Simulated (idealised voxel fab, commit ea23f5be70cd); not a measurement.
process module | voxel transistor to metal
cross-section cut | 270 nm wide | cells 5 nm
A cross-section is a grid of square cells, given in bands from the top down. A band is one or more rows of cells.
Each band's line starts with the height of the band's top and of its bottom, in nm. Then come its materials from left to right, each with its width in nm. One material with "throughout" fills the band from edge to edge. "air" is empty space.
Height 0 is the level under which the wafer as received is all one material. The lowest band goes on downwards, as in "0 down".
A width such as "30 to 40" changes by the same amount from each row of cells to the next, from the band's top row to its bottom row.
"no change" after a step means that no cell of the cross-section changed.
closed voids: empty space of 8 cells or more with no open way to the top, each as width x height at its distance from the left edge, in nm
after a step's settings: what the simulator itself notes on the step
overlay nm, on a step with a mask: how far to the right of its planned place the mask lay; to the left if negative
Each pair below shows a cross-section before one step and the cross-section after it, down to the lowest band that changed. The line under each pair gives the step between them, with its settings. The pairs can come from different runs of this module on the same starting wafer, so a pair continues from the pair above only where its "before" says so.
before
  70 to 55: aC 20 | air 20 | aC 55 | air 20 | aC 40 | air 20 | aC 55 | air 20 | aC 20
  55 to 30: lowk throughout
  30 to 25: SiN throughout
  25 to 15: SiO2 20 | TiN 5 | W 10 | TiN 5 | SiO2 55 | TiN 5 | W 10 | TiN 5 | SiO2 40 | TiN 5 | W 10 | TiN 5 | SiO2 55 | TiN 5 | W 10 | TiN 5 | SiO2 20
  15 to 10: SiO2 20 | TiN 5 | W 10 | TiN 5 | SiN 10 | HfO2 5 | TiN 5 | W 15 | TiN 5 | HfO2 5 | SiN 10 | TiN 5 | W 10 | TiN 5 | SiO2 40 | TiN 5 | W 10 | TiN 5 | SiN 10 | HfO2 5 | TiN 5 | W 15 | TiN 5 | HfO2 5 | SiN 10 | TiN 5 | W 10 | TiN 5 | SiO2 20
  10 to 5: SiO2 20 | TiN 20 | SiN 10 | HfO2 5 | TiN 5 | W 15 | TiN 5 | HfO2 5 | SiN 10 | TiN 20 | SiO2 40 | TiN 20 | SiN 10 | HfO2 5 | TiN 5 | W 15 | TiN 5 | HfO2 5 | SiN 10 | TiN 20 | SiO2 20
  5 to 0: SiO2 20 | TiN 10 | pSi 10 | SiN 10 | HfO2 5 | TiN 25 | HfO2 5 | SiN 10 | pSi 10 | TiN 10 | SiO2 40 | TiN 10 | pSi 10 | SiN 10 | HfO2 5 | TiN 25 | HfO2 5 | SiN 10 | pSi 10 | TiN 10 | SiO2 20
  0 to -5: SiO2 5 | SiN 10 | pSi 25 | SiO2 10 | HfO2 35 | SiO2 10 | pSi 25 | SiN 10 | SiO2 10 | SiN 10 | pSi 25 | SiO2 10 | HfO2 35 | SiO2 10 | pSi 25 | SiN 10 | SiO2 5
  -5 to -10: SiO2 20 | pSi 20 | Si 55 | pSi 20 | SiO2 40 | pSi 20 | Si 55 | pSi 20 | SiO2 20
  -10 to -45: SiO2 20 | Si 95 | SiO2 40 | Si 95 | SiO2 20
  -45 down: Si throughout
  closed voids: none
after
  70 to 55: aC 20 | air 20 | aC 55 | air 20 | aC 40 | air 20 | aC 55 | air 20 | aC 20
  55 to 30: lowk 20 | air 20 | lowk 55 | air 20 | lowk 40 | air 20 | lowk 55 | air 20 | lowk 20
  below 30: unchanged
  closed voids: none
the step between: op DIRECTIONAL_ETCH | etch materials lowk | depth nm 25
before: the cross-section after the pair above
after
  70 to 55: aC 20 | air 20 | aC 55 | air 20 | aC 40 | air 20 | aC 55 | air 20 | aC 20
  55 to 30: lowk 20 | air 20 | lowk 55 | air 20 | lowk 40 | air 20 | lowk 55 | air 20 | lowk 20
  30 to 25: SiN 20 | air 20 | SiN 55 | air 20 | SiN 40 | air 20 | SiN 55 | air 20 | SiN 20
  below 25: unchanged
  closed voids: none
the step between: op DIRECTIONAL_ETCH | etch materials SiN | depth nm 5
before: the cross-section after the pair above
after
  55 to 30: lowk 20 | air 20 | lowk 55 | air 20 | lowk 40 | air 20 | lowk 55 | air 20 | lowk 20
  below 30: unchanged
  closed voids: none
the step between: op STRIP | etch materials aC
before: the cross-section after the pair above
after
  60 to 55: TiN 25 | air 10 | TiN 65 | air 10 | TiN 50 | air 10 | TiN 65 | air 10 | TiN 25
  55 to 30: lowk 20 | TiN 5 | air 10 | TiN 5 | lowk 55 | TiN 5 | air 10 | TiN 5 | lowk 40 | TiN 5 | air 10 | TiN 5 | lowk 55 | TiN 5 | air 10 | TiN 5 | lowk 20
  30 to 25: SiN 20 | TiN 20 | SiN 55 | TiN 20 | SiN 40 | TiN 20 | SiN 55 | TiN 20 | SiN 20
  below 25: unchanged
  closed voids: none
the step between: op CONFORMAL_DEP | material TiN | thk nm 5
before: the cross-section after the pair above
after
  65 to 60: Cu throughout
  60 to 55: TiN 25 | Cu 10 | TiN 65 | Cu 10 | TiN 50 | Cu 10 | TiN 65 | Cu 10 | TiN 25
  55 to 30: lowk 20 | TiN 5 | Cu 10 | TiN 5 | lowk 55 | TiN 5 | Cu 10 | TiN 5 | lowk 40 | TiN 5 | Cu 10 | TiN 5 | lowk 55 | TiN 5 | Cu 10 | TiN 5 | lowk 20
  below 30: unchanged
  closed voids: none
the step between: op FILL_DEP | material Cu | thk nm 5
before: the cross-section after the pair above
after
  55 to 30: lowk 20 | TiN 5 | Cu 10 | TiN 5 | lowk 55 | TiN 5 | Cu 10 | TiN 5 | lowk 40 | TiN 5 | Cu 10 | TiN 5 | lowk 55 | TiN 5 | Cu 10 | TiN 5 | lowk 20
  below 30: unchanged
  closed voids: none
the step between: op CMP | height nm 55
before: the cross-section after the pair above
after
  60 to 55: air 15 | Ru 30 | air 45 | Ru 30 | air 30 | Ru 30 | air 45 | Ru 30 | air 15
  below 55: unchanged
  closed voids: none
the step between: op EPI | material Ru | thk nm 5
before: the cross-section after the pair above
after
  65 to 60: SiCN throughout
  60 to 55: SiCN 15 | Ru 30 | SiCN 45 | Ru 30 | SiCN 30 | Ru 30 | SiCN 45 | Ru 30 | SiCN 15
  below 55: unchanged
  closed voids: none
the step between: op FILL_DEP | material SiCN | thk nm 5
before
  30 to 25: SiN throughout
  25 to 15: SiO2 20 | TiN 5 | W 10 | TiN 5 | SiO2 55 | TiN 5 | W 10 | TiN 5 | SiO2 40 | TiN 5 | W 10 | TiN 5 | SiO2 55 | TiN 5 | W 10 | TiN 5 | SiO2 20
  15 to 5: SiO2 20 | TiN 5 | W 10 | TiN 5 | SiN 10 | HfO2 5 | TiN 5 | W 15 | TiN 5 | HfO2 5 | SiN 10 | TiN 5 | W 10 | TiN 5 | SiO2 40 | TiN 5 | W 10 | TiN 5 | SiN 10 | HfO2 5 | TiN 5 | W 15 | TiN 5 | HfO2 5 | SiN 10 | TiN 5 | W 10 | TiN 5 | SiO2 20
  5 to 0: SiO2 20 | TiN 20 | SiN 10 | HfO2 5 | TiN 5 | W 15 | TiN 5 | HfO2 5 | SiN 10 | TiN 20 | SiO2 40 | TiN 20 | SiN 10 | HfO2 5 | TiN 5 | W 15 | TiN 5 | HfO2 5 | SiN 10 | TiN 20 | SiO2 20
  0 to -5: SiO2 20 | TiN 10 | pSi 10 | SiN 10 | HfO2 5 | TiN 25 | HfO2 5 | SiN 10 | pSi 10 | TiN 10 | SiO2 40 | TiN 10 | pSi 10 | SiN 10 | HfO2 5 | TiN 25 | HfO2 5 | SiN 10 | pSi 10 | TiN 10 | SiO2 20
  -5 to -10: SiO2 15 | pSi 25 | SiO2 10 | HfO2 35 | SiO2 10 | pSi 25 | SiO2 30 | pSi 25 | SiO2 10 | HfO2 35 | SiO2 10 | pSi 25 | SiO2 15
  -10 to -15: SiO2 20 | pSi 20 | Si 55 | pSi 20 | SiO2 40 | pSi 20 | Si 55 | pSi 20 | SiO2 20
  -15 to -45: SiO2 20 | Si 95 | SiO2 40 | Si 95 | SiO2 20
  -45 down: Si throughout
  closed voids: none
after
  50 to 30: lowk throughout
  below 30: unchanged
  closed voids: none
the step between: op DIRECTIONAL_DEP | material lowk | thk nm 20
before: the cross-section after the pair above
after
  65 to 50: aC throughout
  below 50: unchanged
  closed voids: none
the step between: op DIRECTIONAL_DEP | material aC | thk nm 15
before: the cross-section after the pair above
after
  95 to 65: resist 20 | air 20 | resist 55 | air 20 | resist 40 | air 20 | resist 55 | air 20 | resist 20
  below 65: unchanged
  closed voids: none
the step between: op PATTERN | tone open | mask id METAL_1 | material resist | width nm 20 | thk nm 30 | overlay nm 0
before: the cross-section after the pair above
after
  80 to 65: resist 20 | air 20 | resist 55 | air 20 | resist 40 | air 20 | resist 55 | air 20 | resist 20
  65 to 50: aC 20 | air 20 | aC 55 | air 20 | aC 40 | air 20 | aC 55 | air 20 | aC 20
  below 50: unchanged
  closed voids: none
the step between: op DIRECTIONAL_ETCH | etch materials aC | depth nm 15
before: the cross-section after the pair above
after
  65 to 50: aC 20 | air 20 | aC 55 | air 20 | aC 40 | air 20 | aC 55 | air 20 | aC 20
  below 50: unchanged
  closed voids: none
the step between: op STRIP | etch materials resist
before: the cross-section after the pair above
after
  65 to 50: aC 20 | air 20 | aC 55 | air 20 | aC 40 | air 20 | aC 55 | air 20 | aC 20
  50 to 30: lowk 20 | air 20 | lowk 55 | air 20 | lowk 40 | air 20 | lowk 55 | air 20 | lowk 20
  below 30: unchanged
  closed voids: none
the step between: op DIRECTIONAL_ETCH | etch materials lowk | depth nm 25
before: the cross-section after the pair above
after
  65 to 50: aC 20 | air 20 | aC 55 | air 20 | aC 40 | air 20 | aC 55 | air 20 | aC 20
  50 to 30: lowk 20 | air 20 | lowk 55 | air 20 | lowk 40 | air 20 | lowk 55 | air 20 | lowk 20
  30 to 25: SiN 20 | air 20 | SiN 55 | air 20 | SiN 40 | air 20 | SiN 55 | air 20 | SiN 20
  below 25: unchanged
  closed voids: none
the step between: op DIRECTIONAL_ETCH | etch materials SiN | depth nm 5
before: the cross-section after the pair above
after
  50 to 30: lowk 20 | air 20 | lowk 55 | air 20 | lowk 40 | air 20 | lowk 55 | air 20 | lowk 20
  below 30: unchanged
  closed voids: none
the step between: op STRIP | etch materials aC
before: the cross-section after the pair above
after
  55 to 50: TiN 25 | air 10 | TiN 65 | air 10 | TiN 50 | air 10 | TiN 65 | air 10 | TiN 25
  50 to 30: lowk 20 | TiN 5 | air 10 | TiN 5 | lowk 55 | TiN 5 | air 10 | TiN 5 | lowk 40 | TiN 5 | air 10 | TiN 5 | lowk 55 | TiN 5 | air 10 | TiN 5 | lowk 20
  30 to 25: SiN 20 | TiN 20 | SiN 55 | TiN 20 | SiN 40 | TiN 20 | SiN 55 | TiN 20 | SiN 20
  below 25: unchanged
  closed voids: none
the step between: op CONFORMAL_DEP | material TiN | thk nm 5
before: the cross-section after the pair above
after
  60 to 55: Cu throughout
  55 to 50: TiN 25 | Cu 10 | TiN 65 | Cu 10 | TiN 50 | Cu 10 | TiN 65 | Cu 10 | TiN 25
  50 to 30: lowk 20 | TiN 5 | Cu 10 | TiN 5 | lowk 55 | TiN 5 | Cu 10 | TiN 5 | lowk 40 | TiN 5 | Cu 10 | TiN 5 | lowk 55 | TiN 5 | Cu 10 | TiN 5 | lowk 20
  below 30: unchanged
  closed voids: none
the step between: op FILL_DEP | material Cu | thk nm 5
before: the cross-section after the pair above
after
  55 to 50: TiN 25 | Cu 10 | TiN 65 | Cu 10 | TiN 50 | Cu 10 | TiN 65 | Cu 10 | TiN 25
  below 50: unchanged
  closed voids: none
the step between: op CMP | height nm 55
before: the cross-section after the pair above
after
  60 to 55: Ru throughout
  below 55: unchanged
  closed voids: none
the step between: op EPI | material Ru | thk nm 5
before: the cross-section after the pair above
after
  65 to 60: SiCN throughout
  below 60: unchanged
  closed voids: none
the step between: op FILL_DEP | material SiCN | thk nm 5
before
  35 to 25: aC throughout
  25 to 15: SiO2 throughout
  15 to 0: SiO2 40 | SiN 10 | HfO2 5 | TiN 5 | W 15 | TiN 5 | HfO2 5 | SiN 10 | SiO2 80 | SiN 10 | HfO2 5 | TiN 5 | W 15 | TiN 5 | HfO2 5 | SiN 10 | SiO2 40
  0 to -5: SiO2 30 | pSi 10 | SiN 10 | HfO2 5 | TiN 25 | HfO2 5 | SiN 10 | pSi 10 | SiO2 60 | pSi 10 | SiN 10 | HfO2 5 | TiN 25 | HfO2 5 | SiN 10 | pSi 10 | SiO2 30
  -5 to -10: SiO2 15 | pSi 25 | SiO2 10 | HfO2 35 | SiO2 10 | pSi 25 | SiO2 30 | pSi 25 | SiO2 10 | HfO2 35 | SiO2 10 | pSi 25 | SiO2 15
  -10 to -15: SiO2 20 | pSi 20 | Si 55 | pSi 20 | SiO2 40 | pSi 20 | Si 55 | pSi 20 | SiO2 20
  -15 to -45: SiO2 20 | Si 95 | SiO2 40 | Si 95 | SiO2 20
  -45 down: Si throughout
  closed voids: none
after
  65 to 35: resist 20 | air 25 | resist 50 | air 25 | resist 35 | air 25 | resist 50 | air 25 | resist 15
  below 35: unchanged
  closed voids: none
the step between: op PATTERN | tone open | mask id CONTACT | material resist | width nm 25 | thk nm 30 | overlay nm 0
before: the cross-section after the pair above
after
  55 to 35: resist 20 | air 25 | resist 50 | air 25 | resist 35 | air 25 | resist 50 | air 25 | resist 15
  35 to 25: aC 20 | air 25 | aC 50 | air 25 | aC 35 | air 25 | aC 50 | air 25 | aC 15
  below 25: unchanged
  closed voids: none
the step between: op DIRECTIONAL_ETCH | etch materials aC | depth nm 10
before: the cross-section after the pair above
after
  35 to 25: aC 20 | air 25 | aC 50 | air 25 | aC 35 | air 25 | aC 50 | air 25 | aC 15
  below 25: unchanged
  closed voids: none
the step between: op STRIP | etch materials resist
before: the cross-section after the pair above
after
  35 to 25: aC 20 | air 25 | aC 50 | air 25 | aC 35 | air 25 | aC 50 | air 25 | aC 15
  25 to 15: SiO2 20 | air 25 | SiO2 50 | air 25 | SiO2 35 | air 25 | SiO2 50 | air 25 | SiO2 15
  15 to 0: SiO2 20 | air 20 | SiN 10 | HfO2 5 | TiN 5 | W 15 | TiN 5 | HfO2 5 | SiN 10 | air 25 | SiO2 35 | air 20 | SiN 10 | HfO2 5 | TiN 5 | W 15 | TiN 5 | HfO2 5 | SiN 10 | air 25 | SiO2 15
  0 to -5: SiO2 20 | air 10 | pSi 10 | SiN 10 | HfO2 5 | TiN 25 | HfO2 5 | SiN 10 | pSi 10 | air 15 | SiO2 35 | air 10 | pSi 10 | SiN 10 | HfO2 5 | TiN 25 | HfO2 5 | SiN 10 | pSi 10 | air 15 | SiO2 15
  below -5: unchanged
  closed voids: none
the step between: op DIRECTIONAL_ETCH | etch materials SiO2 | depth nm 30
before: the cross-section after the pair above
after
  25 to 15: SiO2 20 | air 25 | SiO2 50 | air 25 | SiO2 35 | air 25 | SiO2 50 | air 25 | SiO2 15
  below 15: unchanged
  closed voids: none
the step between: op STRIP | etch materials aC
before: the cross-section after the pair above
after
  30 to 25: TiN 25 | air 15 | TiN 60 | air 15 | TiN 45 | air 15 | TiN 60 | air 15 | TiN 20
  25 to 15: SiO2 20 | TiN 5 | air 15 to 10 | TiN 5 to 10 | SiO2 50 | TiN 5 | air 15 | TiN 5 | SiO2 35 | TiN 5 | air 15 to 10 | TiN 5 to 10 | SiO2 50 | TiN 5 | air 15 | TiN 5 | SiO2 15
  15 to 5: SiO2 20 | TiN 5 | air 10 | TiN 5 | SiN 10 | HfO2 5 | TiN 5 | W 15 | TiN 5 | HfO2 5 | SiN 10 | TiN 5 | air 15 | TiN 5 | SiO2 35 | TiN 5 | air 10 | TiN 5 | SiN 10 | HfO2 5 | TiN 5 | W 15 | TiN 5 | HfO2 5 | SiN 10 | TiN 5 | air 15 | TiN 5 | SiO2 15
  5 to 0: SiO2 20 | TiN 20 | SiN 10 | HfO2 5 | TiN 5 | W 15 | TiN 5 | HfO2 5 | SiN 10 | TiN 15 | air 5 | TiN 5 | SiO2 35 | TiN 20 | SiN 10 | HfO2 5 | TiN 5 | W 15 | TiN 5 | HfO2 5 | SiN 10 | TiN 15 | air 5 | TiN 5 | SiO2 15
  0 to -5: SiO2 20 | TiN 10 | pSi 10 | SiN 10 | HfO2 5 | TiN 25 | HfO2 5 | SiN 10 | pSi 10 | TiN 15 | SiO2 35 | TiN 10 | pSi 10 | SiN 10 | HfO2 5 | TiN 25 | HfO2 5 | SiN 10 | pSi 10 | TiN 15 | SiO2 15
  below -5: unchanged
  closed voids: none
the step between: op CONFORMAL_DEP | material TiN | thk nm 5
before: the cross-section after the pair above
after
  40 to 30: W throughout
  30 to 25: TiN 25 | W 15 | TiN 60 | W 15 | TiN 45 | W 15 | TiN 60 | W 15 | TiN 20
  25 to 15: SiO2 20 | TiN 5 | W 15 to 10 | TiN 5 to 10 | SiO2 50 | TiN 5 | W 15 | TiN 5 | SiO2 35 | TiN 5 | W 15 to 10 | TiN 5 to 10 | SiO2 50 | TiN 5 | W 15 | TiN 5 | SiO2 15
  15 to 5: SiO2 20 | TiN 5 | W 10 | TiN 5 | SiN 10 | HfO2 5 | TiN 5 | W 15 | TiN 5 | HfO2 5 | SiN 10 | TiN 5 | W 15 | TiN 5 | SiO2 35 | TiN 5 | W 10 | TiN 5 | SiN 10 | HfO2 5 | TiN 5 | W 15 | TiN 5 | HfO2 5 | SiN 10 | TiN 5 | W 15 | TiN 5 | SiO2 15
  5 to 0: SiO2 20 | TiN 20 | SiN 10 | HfO2 5 | TiN 5 | W 15 | TiN 5 | HfO2 5 | SiN 10 | TiN 15 | W 5 | TiN 5 | SiO2 35 | TiN 20 | SiN 10 | HfO2 5 | TiN 5 | W 15 | TiN 5 | HfO2 5 | SiN 10 | TiN 15 | W 5 | TiN 5 | SiO2 15
  below 0: unchanged
  closed voids: none
the step between: op FILL_DEP | material W | thk nm 10
before: the cross-section after the pair above
after
  25 to 15: SiO2 20 | TiN 5 | W 15 to 10 | TiN 5 to 10 | SiO2 50 | TiN 5 | W 15 | TiN 5 | SiO2 35 | TiN 5 | W 15 to 10 | TiN 5 to 10 | SiO2 50 | TiN 5 | W 15 | TiN 5 | SiO2 15
  below 15: unchanged
  closed voids: none
the step between: op CMP | height nm 25
before: the cross-section after the pair above
after
  30 to 25: SiN throughout
  below 25: unchanged
  closed voids: none
the step between: op CONFORMAL_DEP | material SiN | thk nm 5
before: the cross-section after the pair above
after
  55 to 30: lowk throughout
  below 30: unchanged
  closed voids: none
the step between: op DIRECTIONAL_DEP | material lowk | thk nm 25
before: the cross-section after the pair above
after
  70 to 55: aC throughout
  below 55: unchanged
  closed voids: none
the step between: op DIRECTIONAL_DEP | material aC | thk nm 15
before: the cross-section after the pair above
after
  100 to 70: resist 20 | air 20 | resist 55 | air 20 | resist 40 | air 20 | resist 55 | air 20 | resist 20
  below 70: unchanged
  closed voids: none
the step between: op PATTERN | tone open | mask id METAL_1 | material resist | width nm 20 | thk nm 30 | overlay nm 0
before: the cross-section after the pair above
after
  85 to 70: resist 20 | air 20 | resist 55 | air 20 | resist 40 | air 20 | resist 55 | air 20 | resist 20
  70 to 55: aC 20 | air 20 | aC 55 | air 20 | aC 40 | air 20 | aC 55 | air 20 | aC 20
  below 55: unchanged
  closed voids: none
the step between: op DIRECTIONAL_ETCH | etch materials aC | depth nm 15
before: the cross-section after the pair above
after
  70 to 55: aC 20 | air 20 | aC 55 | air 20 | aC 40 | air 20 | aC 55 | air 20 | aC 20
  below 55: unchanged
  closed voids: none
the step between: op STRIP | etch materials resist
before: the cross-section after the pair above
after
  70 to 55: aC 20 | air 20 | aC 55 | air 20 | aC 40 | air 20 | aC 55 | air 20 | aC 20
  55 to 30: lowk 20 | air 20 | lowk 55 | air 20 | lowk 40 | air 20 | lowk 55 | air 20 | lowk 20
  below 30: unchanged
  closed voids: none
the step between: op DIRECTIONAL_ETCH | etch materials lowk | depth nm 25
before: the cross-section after the pair above
after
  70 to 55: aC 20 | air 20 | aC 55 | air 20 | aC 40 | air 20 | aC 55 | air 20 | aC 20
  55 to 30: lowk 20 | air 20 | lowk 55 | air 20 | lowk 40 | air 20 | lowk 55 | air 20 | lowk 20
  30 to 25: SiN 20 | air 20 | SiN 55 | air 20 | SiN 40 | air 20 | SiN 55 | air 20 | SiN 20
  below 25: unchanged
  closed voids: none
the step between: op DIRECTIONAL_ETCH | etch materials SiN | depth nm 5
before: the cross-section after the pair above
after
  55 to 30: lowk 20 | air 20 | lowk 55 | air 20 | lowk 40 | air 20 | lowk 55 | air 20 | lowk 20
  below 30: unchanged
  closed voids: none
the step between: op STRIP | etch materials aC
before: the cross-section after the pair above
after
  60 to 55: TiN 25 | air 10 | TiN 65 | air 10 | TiN 50 | air 10 | TiN 65 | air 10 | TiN 25
  55 to 30: lowk 20 | TiN 5 | air 10 | TiN 5 | lowk 55 | TiN 5 | air 10 | TiN 5 | lowk 40 | TiN 5 | air 10 | TiN 5 | lowk 55 | TiN 5 | air 10 | TiN 5 | lowk 20
  30 to 25: SiN 20 | TiN 20 | SiN 55 | TiN 20 | SiN 40 | TiN 20 | SiN 55 | TiN 20 | SiN 20
  below 25: unchanged
  closed voids: none
the step between: op CONFORMAL_DEP | material TiN | thk nm 5
before: the cross-section after the pair above
after
  65 to 60: Cu throughout
  60 to 55: TiN 25 | Cu 10 | TiN 65 | Cu 10 | TiN 50 | Cu 10 | TiN 65 | Cu 10 | TiN 25
  55 to 30: lowk 20 | TiN 5 | Cu 10 | TiN 5 | lowk 55 | TiN 5 | Cu 10 | TiN 5 | lowk 40 | TiN 5 | Cu 10 | TiN 5 | lowk 55 | TiN 5 | Cu 10 | TiN 5 | lowk 20
  below 30: unchanged
  closed voids: none
the step between: op FILL_DEP | material Cu | thk nm 5
before: the cross-section after the pair above
after
  55 to 30: lowk 20 | TiN 5 | Cu 10 | TiN 5 | lowk 55 | TiN 5 | Cu 10 | TiN 5 | lowk 40 | TiN 5 | Cu 10 | TiN 5 | lowk 55 | TiN 5 | Cu 10 | TiN 5 | lowk 20
  below 30: unchanged
  closed voids: none
the step between: op CMP | height nm 55
before: the cross-section after the pair above
after
  60 to 55: air 15 | Ru 30 | air 45 | Ru 30 | air 30 | Ru 30 | air 45 | Ru 30 | air 15
  below 55: unchanged
  closed voids: none
the step between: op EPI | material Ru | thk nm 5
before: the cross-section after the pair above
after
  65 to 60: SiCN throughout
  60 to 55: SiCN 15 | Ru 30 | SiCN 45 | Ru 30 | SiCN 30 | Ru 30 | SiCN 45 | Ru 30 | SiCN 15
  below 55: unchanged
  closed voids: none
the step between: op FILL_DEP | material SiCN | thk nm 5
before
  70 to 55: aC throughout
  55 to 30: lowk throughout
  30 to 25: SiN throughout
  25 to 15: SiO2 20 | TiN 5 | W 10 | TiN 5 | SiO2 55 | TiN 5 | W 10 | TiN 5 | SiO2 40 | TiN 5 | W 10 | TiN 5 | SiO2 55 | TiN 5 | W 10 | TiN 5 | SiO2 20
  15 to 5: SiO2 20 | TiN 5 | W 10 | TiN 5 | SiN 10 | HfO2 5 | TiN 5 | W 15 | TiN 5 | HfO2 5 | SiN 10 | TiN 5 | W 10 | TiN 5 | SiO2 40 | TiN 5 | W 10 | TiN 5 | SiN 10 | HfO2 5 | TiN 5 | W 15 | TiN 5 | HfO2 5 | SiN 10 | TiN 5 | W 10 | TiN 5 | SiO2 20
  5 to 0: SiO2 20 | TiN 20 | SiN 10 | HfO2 5 | TiN 5 | W 15 | TiN 5 | HfO2 5 | SiN 10 | TiN 20 | SiO2 40 | TiN 20 | SiN 10 | HfO2 5 | TiN 5 | W 15 | TiN 5 | HfO2 5 | SiN 10 | TiN 20 | SiO2 20
  0 to -5: SiO2 20 | TiN 10 | pSi 10 | SiN 10 | HfO2 5 | TiN 25 | HfO2 5 | SiN 10 | pSi 10 | TiN 10 | SiO2 40 | TiN 10 | pSi 10 | SiN 10 | HfO2 5 | TiN 25 | HfO2 5 | SiN 10 | pSi 10 | TiN 10 | SiO2 20
  -5 to -10: SiO2 15 | pSi 25 | SiO2 10 | HfO2 35 | SiO2 10 | pSi 25 | SiO2 30 | pSi 25 | SiO2 10 | HfO2 35 | SiO2 10 | pSi 25 | SiO2 15
  -10 to -15: SiO2 20 | pSi 20 | Si 55 | pSi 20 | SiO2 40 | pSi 20 | Si 55 | pSi 20 | SiO2 20
  -15 to -45: SiO2 20 | Si 95 | SiO2 40 | Si 95 | SiO2 20
  -45 down: Si throughout
  closed voids: none
after
  100 to 70: resist 15 | air 20 | resist 55 | air 20 | resist 40 | air 20 | resist 55 | air 20 | resist 25
  below 70: unchanged
  closed voids: none
the step between: op PATTERN | tone open | mask id METAL_1 | material resist | width nm 20 | thk nm 30 | overlay nm -5
before: the cross-section after the pair above
after
  85 to 70: resist 15 | air 20 | resist 55 | air 20 | resist 40 | air 20 | resist 55 | air 20 | resist 25
  70 to 55: aC 15 | air 20 | aC 55 | air 20 | aC 40 | air 20 | aC 55 | air 20 | aC 25
  below 55: unchanged
  closed voids: none
the step between: op DIRECTIONAL_ETCH | etch materials aC | depth nm 15
before: the cross-section after the pair above
after
  70 to 55: aC 15 | air 20 | aC 55 | air 20 | aC 40 | air 20 | aC 55 | air 20 | aC 25
  below 55: unchanged
  closed voids: none
the step between: op STRIP | etch materials resist
before: the cross-section after the pair above
after
  70 to 55: aC 15 | air 20 | aC 55 | air 20 | aC 40 | air 20 | aC 55 | air 20 | aC 25
  55 to 30: lowk 15 | air 20 | lowk 55 | air 20 | lowk 40 | air 20 | lowk 55 | air 20 | lowk 25
  below 30: unchanged
  closed voids: none
the step between: op DIRECTIONAL_ETCH | etch materials lowk | depth nm 25
before: the cross-section after the pair above
after
  70 to 55: aC 15 | air 20 | aC 55 | air 20 | aC 40 | air 20 | aC 55 | air 20 | aC 25
  55 to 30: lowk 15 | air 20 | lowk 55 | air 20 | lowk 40 | air 20 | lowk 55 | air 20 | lowk 25
  30 to 25: SiN 15 | air 20 | SiN 55 | air 20 | SiN 40 | air 20 | SiN 55 | air 20 | SiN 25
  below 25: unchanged
  closed voids: none
the step between: op DIRECTIONAL_ETCH | etch materials SiN | depth nm 5
before: the cross-section after the pair above
after
  55 to 30: lowk 15 | air 20 | lowk 55 | air 20 | lowk 40 | air 20 | lowk 55 | air 20 | lowk 25
  below 30: unchanged
  closed voids: none
the step between: op STRIP | etch materials aC
before: the cross-section after the pair above
after
  60 to 55: TiN 20 | air 10 | TiN 65 | air 10 | TiN 50 | air 10 | TiN 65 | air 10 | TiN 30
  55 to 30: lowk 15 | TiN 5 | air 10 | TiN 5 | lowk 55 | TiN 5 | air 10 | TiN 5 | lowk 40 | TiN 5 | air 10 | TiN 5 | lowk 55 | TiN 5 | air 10 | TiN 5 | lowk 25
  30 to 25: SiN 15 | TiN 20 | SiN 55 | TiN 20 | SiN 40 | TiN 20 | SiN 55 | TiN 20 | SiN 25
  below 25: unchanged
  closed voids: none
the step between: op CONFORMAL_DEP | material TiN | thk nm 5
before: the cross-section after the pair above
after
  65 to 60: Cu throughout
  60 to 55: TiN 20 | Cu 10 | TiN 65 | Cu 10 | TiN 50 | Cu 10 | TiN 65 | Cu 10 | TiN 30
  55 to 30: lowk 15 | TiN 5 | Cu 10 | TiN 5 | lowk 55 | TiN 5 | Cu 10 | TiN 5 | lowk 40 | TiN 5 | Cu 10 | TiN 5 | lowk 55 | TiN 5 | Cu 10 | TiN 5 | lowk 25
  below 30: unchanged
  closed voids: none
the step between: op FILL_DEP | material Cu | thk nm 5
before: the cross-section after the pair above
after
  55 to 30: lowk 15 | TiN 5 | Cu 10 | TiN 5 | lowk 55 | TiN 5 | Cu 10 | TiN 5 | lowk 40 | TiN 5 | Cu 10 | TiN 5 | lowk 55 | TiN 5 | Cu 10 | TiN 5 | lowk 25
  below 30: unchanged
  closed voids: none
the step between: op CMP | height nm 55
before: the cross-section after the pair above
after
  60 to 55: air 10 | Ru 30 | air 45 | Ru 30 | air 30 | Ru 30 | air 45 | Ru 30 | air 20
  below 55: unchanged
  closed voids: none
the step between: op EPI | material Ru | thk nm 5
before: the cross-section after the pair above
after
  65 to 60: SiCN throughout
  60 to 55: SiCN 10 | Ru 30 | SiCN 45 | Ru 30 | SiCN 30 | Ru 30 | SiCN 45 | Ru 30 | SiCN 20
  below 55: unchanged
  closed voids: none
the step between: op FILL_DEP | material SiCN | thk nm 5
